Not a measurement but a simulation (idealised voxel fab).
Name of the process module below: voxel ribs on slabs
Cross-section cut: width 235 nm, square cells of 5 nm.
A cross-section is written here as square cells arranged in a grid, and it is given in bands from the top down, each band taking up one or more rows of cells.
Band: top height; bottom height; in nm. Then, left to right: material with width in nm, for each material. "throughout": a single material spanning edge to edge. "air": empty space.
Basically, 0 is our baseline, since under it the wafer straight out of the box is all one material. The bottom band has no lower end and keeps on going down, so it looks like "0..down".
Width: "30..40" (first number = top row, second number = bottom row, same change from row to row of cells).
A step reported as "nothing altered" is a step in which no cell of the cross-section changed.
What "Enclosed internal voids" gives you is every empty space of 8 cells or more that is cut off from the top. Each appears as width x height at distance, with the distance taken from the left edge and width, height and distance all in nm.
Step line, after settings: the simulator's comment on this step.
overlay nm, on a step with a mask: how far to the right of its planned place the mask lay; to the left if negative
plan
1: RECEIVE, material Si
2: DIRECTIONAL_DEP, material SiO2, thk nm 25
3: DIRECTIONAL_DEP, material polySi, thk nm 25
4: DIRECTIONAL_DEP, material aC, thk nm 15
5: PATTERN, tone cover, mask id RIB, material resist, width nm 30, thk nm 35, overlay nm 0
6: DIRECTIONAL_ETCH, etch materials aC, depth nm 15
7: STRIP, etch materials resist
8: DIRECTIONAL_ETCH, etch materials polySi, depth nm 5
9: STRIP, etch materials aC
10: PATTERN, tone cover, mask id SLAB, material resist, width nm 90, thk nm 20, overlay nm 0
11: DIRECTIONAL_ETCH, etch materials polySi, depth nm 20
12: STRIP, etch materials resist
13: FILL_DEP, material SiO2, thk nm 30
14: CMP, height nm 70
15: DIRECTIONAL_DEP, material W, thk nm 10
16: DIRECTIONAL_DEP, material aC, thk nm 10
17: PATTERN, tone cover, mask id HEATER, material resist, width nm 40, thk nm 25, overlay nm 0
18: DIRECTIONAL_ETCH, etch materials aC, depth nm 10
19: STRIP, etch materials resist
20: DIRECTIONAL_ETCH, etch materials W, depth nm 10
21: STRIP, etch materials aC
22: CONFORMAL_DEP, material SiO2, thk nm 5
So, the first of our two wafers, run just as we planned it
Incoming wafer in cross-section (state: after step 1)
0..down | Si throughout
Enclosed internal voids: none
How the wafer stands in section after step 2
25..0 | SiO2 throughout
Heights below 0 show no change.
How the wafer stands in section after step 3
50..25 | polySi throughout
Heights below 25 show no change.
How the wafer stands in section after step 4
65..50 | aC throughout
Heights below 50 show no change.
How the wafer stands in section after step 5
100..65 | air=100, then resist=30, then air=105
Heights below 65 show no change.
How the wafer stands in section after step 6
85..65 | air=100, then resist=30, then air=105
65..50 | air=100, then aC=30, then air=105
Heights below 50 show no change.
How the wafer stands in section after step 7
65..50 | air=100, then aC=30, then air=105
Heights below 50 show no change.
How the wafer stands in section after step 8
65..50 | air=100, then aC=30, then air=105
50..45 | air=100, then polySi=30, then air=105
Heights below 45 show no change.
How the wafer stands in section after step 9
50..45 | air=100, then polySi=30, then air=105
Heights below 45 show no change.
How the wafer stands in section after step 10
70..50 | air=70, then resist=90, then air=75
50..45 | air=70, then resist=30, then polySi=30, then resist=30, then air=75
Heights below 45 show no change.
How the wafer stands in section after step 11
70..50 | air=70, then resist=90, then air=75
50..45 | air=70, then resist=30, then polySi=30, then resist=30, then air=75
45..25 | air=70, then polySi=90, then air=75
Heights below 25 show no change.
How the wafer stands in section after step 12
50..45 | air=100, then polySi=30, then air=105
Heights below 45 show no change.
How the wafer stands in section after step 13
80..50 | SiO2 throughout
50..45 | SiO2=100, then polySi=30, then SiO2=105
45..25 | SiO2=70, then polySi=90, then SiO2=75
Heights below 25 show no change.
How the wafer stands in section after step 14
70..50 | SiO2 throughout
Heights below 50 show no change.
How the wafer stands in section after step 15
80..70 | W throughout
Heights below 70 show no change.
How the wafer stands in section after step 16
90..80 | aC throughout
Heights below 80 show no change.
How the wafer stands in section after step 17
115..90 | air=95, then resist=40, then air=100
Heights below 90 show no change.
How the wafer stands in section after step 18
105..90 | air=95, then resist=40, then air=100
90..80 | air=95, then aC=40, then air=100
Heights below 80 show no change.
How the wafer stands in section after step 19
90..80 | air=95, then aC=40, then air=100
Heights below 80 show no change.
How the wafer stands in section after step 20
90..80 | air=95, then aC=40, then air=100
80..70 | air=95, then W=40, then air=100
Heights below 70 show no change.
How the wafer stands in section after step 21
80..70 | air=95, then W=40, then air=100
Heights below 70 show no change.
How the wafer stands in section after step 22
85..80 | air=90, then SiO2=50, then air=95
80..75 | air=90, then SiO2=5, then W=40, then SiO2=5, then air=95
75..70 | SiO2=95, then W=40, then SiO2=100
Heights below 70 show no change.
For the second wafer, take the first wafer's start and plan, then add one mistake made in running it; everything through step 2, that step included, is shared with the first
What the second wafer looks like in cross-section when step 3 should have wrapped up
40..25 | aC throughout
Heights below 25 show no change.
What the second wafer looks like in cross-section when step 4 should have wrapped up
65..40 | polySi throughout
Heights below 40 show no change.
What the second wafer looks like in cross-section when step 5 should have wrapped up
100..65 | air=100, then resist=30, then air=105
Heights below 65 show no change.
What the second wafer looks like in cross-section when step 6 should have wrapped up
85..65 | air=100, then resist=30, then air=105
Heights below 65 show no change.
What the second wafer looks like in cross-section when step 7 should have wrapped up
65..40 | polySi throughout
Heights below 40 show no change.
What the second wafer looks like in cross-section when step 8 should have wrapped up
60..40 | polySi throughout
Heights below 40 show no change.
What the second wafer looks like in cross-section when step 9 should have wrapped up: nothing altered
What the second wafer looks like in cross-section when step 10 should have wrapped up
80..60 | air=70, then resist=90, then air=75
Heights below 60 show no change.
What the second wafer looks like in cross-section when step 11 should have wrapped up
80..60 | air=70, then resist=90, then air=75
60..40 | air=70, then polySi=90, then air=75
Heights below 40 show no change.
What the second wafer looks like in cross-section when step 12 should have wrapped up
60..40 | air=70, then polySi=90, then air=75
Heights below 40 show no change.
What the second wafer looks like in cross-section when step 13 should have wrapped up
90..60 | SiO2 throughout
60..40 | SiO2=70, then polySi=90, then SiO2=75
Heights below 40 show no change.
What the second wafer looks like in cross-section when step 14 should have wrapped up
70..60 | SiO2 throughout
Heights below 60 show no change.
What the second wafer looks like in cross-section when step 15 should have wrapped up
80..70 | W throughout
Heights below 70 show no change.
What the second wafer looks like in cross-section when step 16 should have wrapped up
90..80 | aC throughout
Heights below 80 show no change.
What the second wafer looks like in cross-section when step 17 should have wrapped up
115..90 | air=95, then resist=40, then air=100
Heights below 90 show no change.
What the second wafer looks like in cross-section when step 18 should have wrapped up
105..90 | air=95, then resist=40, then air=100
90..80 | air=95, then aC=40, then air=100
Heights below 80 show no change.
What the second wafer looks like in cross-section when step 19 should have wrapped up
90..80 | air=95, then aC=40, then air=100
Heights below 80 show no change.
What the second wafer looks like in cross-section when step 20 should have wrapped up
90..80 | air=95, then aC=40, then air=100
80..70 | air=95, then W=40, then air=100
Heights below 70 show no change.
What the second wafer looks like in cross-section when step 21 should have wrapped up
80..70 | air=95, then W=40, then air=100
Heights below 70 show no change.
What the second wafer looks like in cross-section when step 22 should have wrapped up
85..80 | air=90, then SiO2=50, then air=95
80..75 | air=90, then SiO2=5, then W=40, then SiO2=5, then air=95
75..70 | SiO2=95, then W=40, then SiO2=100
Heights below 70 show no change.
Error vs. plan: plan vs actual: 3 and 4 interchanged
Looking at both finished wafers in cells, the second ends up ahead of or behind the first on some materials: -135 SiO2, +141 aC, -6 polySi
